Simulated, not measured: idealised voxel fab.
process module | voxel wiring stack
Cross-sectional view cut (width: 225 nm; square cell size: 5 nm).
Cross-section layout: square cells on a grid; listed as bands, top to bottom; a band spans one or more cell rows. Basically the band line says how high the top is and how high the bottom is, in nm, and then what's in it from left to right, every material with its width in nm. Empty space shows up as "blank", and if a single material carries "edge to edge" it runs the full band edge to edge. We count height from 0. Below that, the starting wafer is all one material. The lowest band never ends at the bottom but goes on down; see "from 0 down" for how that is written. With a width like "30->40", each row of cells in the band differs from the next by the same amount, the top row carrying the first number and the bottom row the second. Any step labelled "remained unchanged" changed none of the cells in the cross-section. In the "Trapped voids" entry, you get each enclosed empty space of 8 cells or more, one with no open way to the top, written width x height at distance, distance from the left edge, in nm. That trailing text on a step's line, after the settings, is the simulator's own remark on the step. "overlay nm" answers the question of how far to the right of plan the mask lay on a step that has a mask, and when it is negative the answer is to the left.

### The following list gives the planned process steps
step 1: RECEIVE: material Si
step 2: CONFORMAL_DEP: material SiO2, thk nm 10
step 3: CONFORMAL_DEP: material SiN, thk nm 5
step 4: DIRECTIONAL_DEP: material lowk, thk nm 15
step 5: MASKED_ETCH: tone open, mask id METAL_1, width nm 20, pitch nm 35, etch materials lowk, depth nm 15, overlay nm 0
step 6: MASKED_ETCH: tone open, mask id METAL_1, width nm 20, pitch nm 35, etch materials SiN, depth nm 5, overlay nm 0
step 7: CONFORMAL_DEP: material TiN, thk nm 5
step 8: FILL_DEP: material Ru, thk nm 5
step 9: CMP: height nm 30
step 10: CONFORMAL_DEP: material SiCN, thk nm 5
step 11: DIRECTIONAL_DEP: material SiO2, thk nm 20
step 12: MASKED_ETCH: tone open, mask id PLUG_1, width nm 15, pitch nm 35, etch materials SiO2, depth nm 20, overlay nm 0
step 13: MASKED_ETCH: tone open, mask id PLUG_1, width nm 15, pitch nm 35, etch materials SiCN, depth nm 5, overlay nm 0
step 14: CONFORMAL_DEP: material TiN, thk nm 5
step 15: FILL_DEP: material Ru, thk nm 10
step 16: CMP: height nm 55
step 17: CONFORMAL_DEP: material SiCN, thk nm 5
step 18: DIRECTIONAL_DEP: material lowk, thk nm 20
step 19: PATTERN: tone open, mask id METAL_2, material resist, width nm 20, pitch nm 35, thk nm 20, overlay nm 0
step 20: DIRECTIONAL_ETCH: etch materials lowk, depth nm 20
step 21: DIRECTIONAL_ETCH: etch materials SiCN, depth nm 5
step 22: STRIP: etch materials resist
step 23: CONFORMAL_DEP: material TiN, thk nm 5
step 24: FILL_DEP: material W, thk nm 5
step 25: CMP: height nm 80
step 26: CONFORMAL_DEP: material SiCN, thk nm 5
step 27: DIRECTIONAL_DEP: material SiO2, thk nm 15
step 28: PATTERN: tone open, mask id PLUG_2, material resist, width nm 15, pitch nm 35, thk nm 20, overlay nm 0
step 29: DIRECTIONAL_ETCH: etch materials SiO2, depth nm 15
step 30: DIRECTIONAL_ETCH: etch materials SiCN, depth nm 5
step 31: STRIP: etch materials resist
step 32: EPI: material Ru, thk nm 10
step 33: EPI: material Ru, thk nm 10
step 34: DIRECTIONAL_DEP: material TiN, thk nm 5
step 35: DIRECTIONAL_DEP: material Ru, thk nm 25
step 36: MASKED_ETCH: tone cover, mask id METAL_3, width nm 20, pitch nm 35, etch materials Ru, depth nm 25, overlay nm 0
step 37: MASKED_ETCH: tone cover, mask id METAL_3, width nm 20, pitch nm 35, etch materials TiN, depth nm 5, overlay nm 0
step 38: CONFORMAL_DEP: material SiCN, thk nm 5
step 39: FILL_DEP: material lowk, thk nm 5
step 40: CMP: height nm 130
step 41: CONFORMAL_DEP: material SiCN, thk nm 5

### So, the first of our two wafers, run just as we planned it

### Cross-section: wafer on arrival = after step 1
	from 0 down = Si edge to edge
	Trapped voids: none

### Cross-section through the wafer, step 2 finished
	from 10 to 0 = SiO2 edge to edge
	Everything under 0 stays put, no change at all.

### Cross-section through the wafer, step 3 finished
	from 15 to 10 = SiN edge to edge
	Everything under 10 stays put, no change at all.

### Cross-section through the wafer, step 4 finished
	from 30 to 15 = lowk edge to edge
	Everything under 15 stays put, no change at all.

### Cross-section through the wafer, step 5 finished
	from 30 to 15 = lowk 65 nm  blank 20 nm  lowk 15 nm  blank 20 nm  lowk 15 nm  blank 20 nm  lowk 70 nm
	Everything under 15 stays put, no change at all.

### Cross-section through the wafer, step 6 finished
	from 30 to 15 = lowk 65 nm  blank 20 nm  lowk 15 nm  blank 20 nm  lowk 15 nm  blank 20 nm  lowk 70 nm
	from 15 to 10 = SiN 65 nm  blank 20 nm  SiN 15 nm  blank 20 nm  SiN 15 nm  blank 20 nm  SiN 70 nm
	Everything under 10 stays put, no change at all.

### Cross-section through the wafer, step 7 finished
	from 35 to 30 = TiN 70 nm  blank 10 nm  TiN 25 nm  blank 10 nm  TiN 25 nm  blank 10 nm  TiN 75 nm
	from 30 to 15 = lowk 65 nm  TiN 5 nm  blank 10 nm  TiN 5 nm  lowk 15 nm  TiN 5 nm  blank 10 nm  TiN 5 nm  lowk 15 nm  TiN 5 nm  blank 10 nm  TiN 5 nm  lowk 70 nm
	from 15 to 10 = SiN 65 nm  TiN 20 nm  SiN 15 nm  TiN 20 nm  SiN 15 nm  TiN 20 nm  SiN 70 nm
	Everything under 10 stays put, no change at all.

### Cross-section through the wafer, step 8 finished
	from 40 to 35 = Ru edge to edge
	from 35 to 30 = TiN 70 nm  Ru 10 nm  TiN 25 nm  Ru 10 nm  TiN 25 nm  Ru 10 nm  TiN 75 nm
	from 30 to 15 = lowk 65 nm  TiN 5 nm  Ru 10 nm  TiN 5 nm  lowk 15 nm  TiN 5 nm  Ru 10 nm  TiN 5 nm  lowk 15 nm  TiN 5 nm  Ru 10 nm  TiN 5 nm  lowk 70 nm
	Everything under 15 stays put, no change at all.

### Cross-section through the wafer, step 9 finished
	from 30 to 15 = lowk 65 nm  TiN 5 nm  Ru 10 nm  TiN 5 nm  lowk 15 nm  TiN 5 nm  Ru 10 nm  TiN 5 nm  lowk 15 nm  TiN 5 nm  Ru 10 nm  TiN 5 nm  lowk 70 nm
	Everything under 15 stays put, no change at all.

### Cross-section through the wafer, step 10 finished
	from 35 to 30 = SiCN edge to edge
	Everything under 30 stays put, no change at all.

### Cross-section through the wafer, step 11 finished
	from 55 to 35 = SiO2 edge to edge
	Everything under 35 stays put, no change at all.

### Cross-section through the wafer, step 12 finished
	from 55 to 35 = SiO2 65 nm  blank 15 nm  SiO2 20 nm  blank 15 nm  SiO2 20 nm  blank 15 nm  SiO2 75 nm
	Everything under 35 stays put, no change at all.

### Cross-section through the wafer, step 13 finished
	from 55 to 35 = SiO2 65 nm  blank 15 nm  SiO2 20 nm  blank 15 nm  SiO2 20 nm  blank 15 nm  SiO2 75 nm
	from 35 to 30 = SiCN 65 nm  blank 15 nm  SiCN 20 nm  blank 15 nm  SiCN 20 nm  blank 15 nm  SiCN 75 nm
	Everything under 30 stays put, no change at all.

### Cross-section through the wafer, step 14 finished
	from 60 to 55 = TiN 70 nm  blank 5 nm  TiN 30 nm  blank 5 nm  TiN 30 nm  blank 5 nm  TiN 80 nm
	from 55 to 35 = SiO2 65 nm  TiN 5 nm  blank 5 nm  TiN 5 nm  SiO2 20 nm  TiN 5 nm  blank 5 nm  TiN 5 nm  SiO2 20 nm  TiN 5 nm  blank 5 nm  TiN 5 nm  SiO2 75 nm
	from 35 to 30 = SiCN 65 nm  TiN 15 nm  SiCN 20 nm  TiN 15 nm  SiCN 20 nm  TiN 15 nm  SiCN 75 nm
	Everything under 30 stays put, no change at all.

### Cross-section through the wafer, step 15 finished
	from 70 to 60 = Ru edge to edge
	from 60 to 55 = TiN 70 nm  Ru 5 nm  TiN 30 nm  Ru 5 nm  TiN 30 nm  Ru 5 nm  TiN 80 nm
	from 55 to 35 = SiO2 65 nm  TiN 5 nm  Ru 5 nm  TiN 5 nm  SiO2 20 nm  TiN 5 nm  Ru 5 nm  TiN 5 nm  SiO2 20 nm  TiN 5 nm  Ru 5 nm  TiN 5 nm  SiO2 75 nm
	Everything under 35 stays put, no change at all.

### Cross-section through the wafer, step 16 finished
	from 55 to 35 = SiO2 65 nm  TiN 5 nm  Ru 5 nm  TiN 5 nm  SiO2 20 nm  TiN 5 nm  Ru 5 nm  TiN 5 nm  SiO2 20 nm  TiN 5 nm  Ru 5 nm  TiN 5 nm  SiO2 75 nm
	Everything under 35 stays put, no change at all.

### Cross-section through the wafer, step 17 finished
	from 60 to 55 = SiCN edge to edge
	Everything under 55 stays put, no change at all.

### Cross-section through the wafer, step 18 finished
	from 80 to 60 = lowk edge to edge
	Everything under 60 stays put, no change at all.

### Cross-section through the wafer, step 19 finished
	from 100 to 80 = resist 65 nm  blank 20 nm  resist 15 nm  blank 20 nm  resist 15 nm  blank 20 nm  resist 70 nm
	Everything under 80 stays put, no change at all.

### Cross-section through the wafer, step 20 finished
	from 100 to 80 = resist 65 nm  blank 20 nm  resist 15 nm  blank 20 nm  resist 15 nm  blank 20 nm  resist 70 nm
	from 80 to 60 = lowk 65 nm  blank 20 nm  lowk 15 nm  blank 20 nm  lowk 15 nm  blank 20 nm  lowk 70 nm
	Everything under 60 stays put, no change at all.

### Cross-section through the wafer, step 21 finished
	from 100 to 80 = resist 65 nm  blank 20 nm  resist 15 nm  blank 20 nm  resist 15 nm  blank 20 nm  resist 70 nm
	from 80 to 60 = lowk 65 nm  blank 20 nm  lowk 15 nm  blank 20 nm  lowk 15 nm  blank 20 nm  lowk 70 nm
	from 60 to 55 = SiCN 65 nm  blank 20 nm  SiCN 15 nm  blank 20 nm  SiCN 15 nm  blank 20 nm  SiCN 70 nm
	Everything under 55 stays put, no change at all.

### Cross-section through the wafer, step 22 finished
	from 80 to 60 = lowk 65 nm  blank 20 nm  lowk 15 nm  blank 20 nm  lowk 15 nm  blank 20 nm  lowk 70 nm
	Everything under 60 stays put, no change at all.

### Cross-section through the wafer, step 23 finished
	from 85 to 80 = TiN 70 nm  blank 10 nm  TiN 25 nm  blank 10 nm  TiN 25 nm  blank 10 nm  TiN 75 nm
	from 80 to 60 = lowk 65 nm  TiN 5 nm  blank 10 nm  TiN 5 nm  lowk 15 nm  TiN 5 nm  blank 10 nm  TiN 5 nm  lowk 15 nm  TiN 5 nm  blank 10 nm  TiN 5 nm  lowk 70 nm
	from 60 to 55 = SiCN 65 nm  TiN 20 nm  SiCN 15 nm  TiN 20 nm  SiCN 15 nm  TiN 20 nm  SiCN 70 nm
	Everything under 55 stays put, no change at all.

### Cross-section through the wafer, step 24 finished
	from 90 to 85 = W edge to edge
	from 85 to 80 = TiN 70 nm  W 10 nm  TiN 25 nm  W 10 nm  TiN 25 nm  W 10 nm  TiN 75 nm
	from 80 to 60 = lowk 65 nm  TiN 5 nm  W 10 nm  TiN 5 nm  lowk 15 nm  TiN 5 nm  W 10 nm  TiN 5 nm  lowk 15 nm  TiN 5 nm  W 10 nm  TiN 5 nm  lowk 70 nm
	Everything under 60 stays put, no change at all.

### Cross-section through the wafer, step 25 finished
	from 80 to 60 = lowk 65 nm  TiN 5 nm  W 10 nm  TiN 5 nm  lowk 15 nm  TiN 5 nm  W 10 nm  TiN 5 nm  lowk 15 nm  TiN 5 nm  W 10 nm  TiN 5 nm  lowk 70 nm
	Everything under 60 stays put, no change at all.

### Cross-section through the wafer, step 26 finished
	from 85 to 80 = SiCN edge to edge
	Everything under 80 stays put, no change at all.

### Cross-section through the wafer, step 27 finished
	from 100 to 85 = SiO2 edge to edge
	Everything under 85 stays put, no change at all.

### Cross-section through the wafer, step 28 finished
	from 120 to 100 = resist 65 nm  blank 15 nm  resist 20 nm  blank 15 nm  resist 20 nm  blank 15 nm  resist 75 nm
	Everything under 100 stays put, no change at all.

### Cross-section through the wafer, step 29 finished
	from 120 to 100 = resist 65 nm  blank 15 nm  resist 20 nm  blank 15 nm  resist 20 nm  blank 15 nm  resist 75 nm
	from 100 to 85 = SiO2 65 nm  blank 15 nm  SiO2 20 nm  blank 15 nm  SiO2 20 nm  blank 15 nm  SiO2 75 nm
	Everything under 85 stays put, no change at all.

### Cross-section through the wafer, step 30 finished
	from 120 to 100 = resist 65 nm  blank 15 nm  resist 20 nm  blank 15 nm  resist 20 nm  blank 15 nm  resist 75 nm
	from 100 to 85 = SiO2 65 nm  blank 15 nm  SiO2 20 nm  blank 15 nm  SiO2 20 nm  blank 15 nm  SiO2 75 nm
	from 85 to 80 = SiCN 65 nm  blank 15 nm  SiCN 20 nm  blank 15 nm  SiCN 20 nm  blank 15 nm  SiCN 75 nm
	Everything under 80 stays put, no change at all.

### Cross-section through the wafer, step 31 finished
	from 100 to 85 = SiO2 65 nm  blank 15 nm  SiO2 20 nm  blank 15 nm  SiO2 20 nm  blank 15 nm  SiO2 75 nm
	Everything under 85 stays put, no change at all.

### Cross-section through the wafer, step 32 finished
	from 100 to 90 = SiO2 65 nm  blank 15 nm  SiO2 20 nm  blank 15 nm  SiO2 20 nm  blank 15 nm  SiO2 75 nm
	from 90 to 85 = SiO2 65 nm  Ru 15 nm  SiO2 20 nm  Ru 15 nm  SiO2 20 nm  Ru 15 nm  SiO2 75 nm
	from 85 to 80 = SiCN 65 nm  Ru 15 nm  SiCN 20 nm  Ru 15 nm  SiCN 20 nm  Ru 15 nm  SiCN 75 nm
	Everything under 80 stays put, no change at all.

### Cross-section through the wafer, step 33 finished
	from 100 to 85 = SiO2 65 nm  Ru 15 nm  SiO2 20 nm  Ru 15 nm  SiO2 20 nm  Ru 15 nm  SiO2 75 nm
	Everything under 85 stays put, no change at all.

### Cross-section through the wafer, step 34 finished
	from 105 to 100 = TiN edge to edge
	Everything under 100 stays put, no change at all.

### Cross-section through the wafer, step 35 finished
	from 130 to 105 = Ru edge to edge
	Everything under 105 stays put, no change at all.

### Cross-section through the wafer, step 36 finished
	from 130 to 105 = blank 65 nm  Ru 20 nm  blank 15 nm  Ru 20 nm  blank 15 nm  Ru 20 nm  blank 70 nm
	Everything under 105 stays put, no change at all.

### Cross-section through the wafer, step 37 finished
	from 130 to 105 = blank 65 nm  Ru 20 nm  blank 15 nm  Ru 20 nm  blank 15 nm  Ru 20 nm  blank 70 nm
	from 105 to 100 = blank 65 nm  TiN 20 nm  blank 15 nm  TiN 20 nm  blank 15 nm  TiN 20 nm  blank 70 nm
	Everything under 100 stays put, no change at all.

### Cross-section through the wafer, step 38 finished
	from 135 to 130 = blank 60 nm  SiCN 30 nm  blank 5 nm  SiCN 30 nm  blank 5 nm  SiCN 30 nm  blank 65 nm
	from 130 to 105 = blank 60 nm  SiCN 5 nm  Ru 20 nm  SiCN 5 nm  blank 5 nm  SiCN 5 nm  Ru 20 nm  SiCN 5 nm  blank 5 nm  SiCN 5 nm  Ru 20 nm  SiCN 5 nm  blank 65 nm
	from 105 to 100 = SiCN 65 nm  TiN 20 nm  SiCN 15 nm  TiN 20 nm  SiCN 15 nm  TiN 20 nm  SiCN 70 nm
	Everything under 100 stays put, no change at all.

### Cross-section through the wafer, step 39 finished
	from 140 to 135 = lowk edge to edge
	from 135 to 130 = lowk 60 nm  SiCN 30 nm  lowk 5 nm  SiCN 30 nm  lowk 5 nm  SiCN 30 nm  lowk 65 nm
	from 130 to 105 = lowk 60 nm  SiCN 5 nm  Ru 20 nm  SiCN 5 nm  lowk 5 nm  SiCN 5 nm  Ru 20 nm  SiCN 5 nm  lowk 5 nm  SiCN 5 nm  Ru 20 nm  SiCN 5 nm  lowk 65 nm
	Everything under 105 stays put, no change at all.

### Cross-section through the wafer, step 40 finished
	from 130 to 105 = lowk 60 nm  SiCN 5 nm  Ru 20 nm  SiCN 5 nm  lowk 5 nm  SiCN 5 nm  Ru 20 nm  SiCN 5 nm  lowk 5 nm  SiCN 5 nm  Ru 20 nm  SiCN 5 nm  lowk 65 nm
	Everything under 105 stays put, no change at all.

### Cross-section through the wafer, step 41 finished
	from 135 to 130 = SiCN edge to edge
	Everything under 130 stays put, no change at all.

### It is to be noted that the second wafer proceeded from the same initial state and according to the same plan as the first, although one mistake was committed in its execution; through step 31, inclusive, the two wafers share an identical history

### What the second wafer looks like in cross-section when step 33 should have wrapped up
	from 100 to 90 = SiO2 65 nm  blank 15 nm  SiO2 20 nm  blank 15 nm  SiO2 20 nm  blank 15 nm  SiO2 75 nm
	from 90 to 85 = SiO2 65 nm  Ru 15 nm  SiO2 20 nm  Ru 15 nm  SiO2 20 nm  Ru 15 nm  SiO2 75 nm
	from 85 to 80 = SiCN 65 nm  Ru 15 nm  SiCN 20 nm  Ru 15 nm  SiCN 20 nm  Ru 15 nm  SiCN 75 nm
	Everything under 80 stays put, no change at all.

### What the second wafer looks like in cross-section when step 34 should have wrapped up
	from 105 to 100 = TiN 65 nm  blank 15 nm  TiN 20 nm  blank 15 nm  TiN 20 nm  blank 15 nm  TiN 75 nm
	from 100 to 95 = SiO2 65 nm  blank 15 nm  SiO2 20 nm  blank 15 nm  SiO2 20 nm  blank 15 nm  SiO2 75 nm
	from 95 to 90 = SiO2 65 nm  TiN 15 nm  SiO2 20 nm  TiN 15 nm  SiO2 20 nm  TiN 15 nm  SiO2 75 nm
	Everything under 90 stays put, no change at all.

### What the second wafer looks like in cross-section when step 35 should have wrapped up
	from 130 to 120 = Ru 65 nm  blank 15 nm  Ru 20 nm  blank 15 nm  Ru 20 nm  blank 15 nm  Ru 75 nm
	from 120 to 105 = Ru edge to edge
	from 105 to 100 = TiN 65 nm  Ru 15 nm  TiN 20 nm  Ru 15 nm  TiN 20 nm  Ru 15 nm  TiN 75 nm
	from 100 to 95 = SiO2 65 nm  Ru 15 nm  SiO2 20 nm  Ru 15 nm  SiO2 20 nm  Ru 15 nm  SiO2 75 nm
	Everything under 95 stays put, no change at all.

### What the second wafer looks like in cross-section when step 36 should have wrapped up
	from 130 to 120 = blank 80 nm  Ru 5 nm  blank 30 nm  Ru 5 nm  blank 30 nm  Ru 5 nm  blank 70 nm
	from 120 to 105 = blank 65 nm  Ru 20 nm  blank 15 nm  Ru 20 nm  blank 15 nm  Ru 20 nm  blank 70 nm
	Everything under 105 stays put, no change at all.

### What the second wafer looks like in cross-section when step 37 should have wrapped up
	from 130 to 120 = blank 80 nm  Ru 5 nm  blank 30 nm  Ru 5 nm  blank 30 nm  Ru 5 nm  blank 70 nm
	from 120 to 105 = blank 65 nm  Ru 20 nm  blank 15 nm  Ru 20 nm  blank 15 nm  Ru 20 nm  blank 70 nm
	from 105 to 100 = blank 65 nm  Ru 15 nm  TiN 5 nm  blank 15 nm  Ru 15 nm  TiN 5 nm  blank 15 nm  Ru 15 nm  TiN 5 nm  blank 70 nm
	Everything under 100 stays put, no change at all.

### What the second wafer looks like in cross-section when step 38 should have wrapped up
	from 135 to 130 = blank 75 nm  SiCN 15 nm  blank 20 nm  SiCN 15 nm  blank 20 nm  SiCN 15 nm  blank 65 nm
	from 130 to 120 = blank 75->60 nm  SiCN 5->20 nm  Ru 5 nm  SiCN 5 nm  blank 20->5 nm  SiCN 5->20 nm  Ru 5 nm  SiCN 5 nm  blank 20->5 nm  SiCN 5->20 nm  Ru 5 nm  SiCN 5 nm  blank 65 nm
	from 120 to 105 = blank 60 nm  SiCN 5 nm  Ru 20 nm  SiCN 5 nm  blank 5 nm  SiCN 5 nm  Ru 20 nm  SiCN 5 nm  blank 5 nm  SiCN 5 nm  Ru 20 nm  SiCN 5 nm  blank 65 nm
	from 105 to 100 = SiCN 65 nm  Ru 15 nm  TiN 5 nm  SiCN 15 nm  Ru 15 nm  TiN 5 nm  SiCN 15 nm  Ru 15 nm  TiN 5 nm  SiCN 70 nm
	Everything under 100 stays put, no change at all.

### What the second wafer looks like in cross-section when step 39 should have wrapped up
	from 140 to 135 = lowk edge to edge
	from 135 to 130 = lowk 75 nm  SiCN 15 nm  lowk 20 nm  SiCN 15 nm  lowk 20 nm  SiCN 15 nm  lowk 65 nm
	from 130 to 120 = lowk 75->60 nm  SiCN 5->20 nm  Ru 5 nm  SiCN 5 nm  lowk 20->5 nm  SiCN 5->20 nm  Ru 5 nm  SiCN 5 nm  lowk 20->5 nm  SiCN 5->20 nm  Ru 5 nm  SiCN 5 nm  lowk 65 nm
	from 120 to 105 = lowk 60 nm  SiCN 5 nm  Ru 20 nm  SiCN 5 nm  lowk 5 nm  SiCN 5 nm  Ru 20 nm  SiCN 5 nm  lowk 5 nm  SiCN 5 nm  Ru 20 nm  SiCN 5 nm  lowk 65 nm
	Everything under 105 stays put, no change at all.

### What the second wafer looks like in cross-section when step 40 should have wrapped up
	from 130 to 120 = lowk 75->60 nm  SiCN 5->20 nm  Ru 5 nm  SiCN 5 nm  lowk 20->5 nm  SiCN 5->20 nm  Ru 5 nm  SiCN 5 nm  lowk 20->5 nm  SiCN 5->20 nm  Ru 5 nm  SiCN 5 nm  lowk 65 nm
	Everything under 120 stays put, no change at all.

### What the second wafer looks like in cross-section when step 41 should have wrapped up
	from 135 to 130 = SiCN edge to edge
	Everything under 130 stays put, no change at all.
Misprocessing identified: a step was left out from among the identical steps 32 and 33, and there is no telling which
Heads up, by the end the second wafer has more or fewer cells of some materials compared to the first: Ru -18 | SiCN +9 | lowk +9
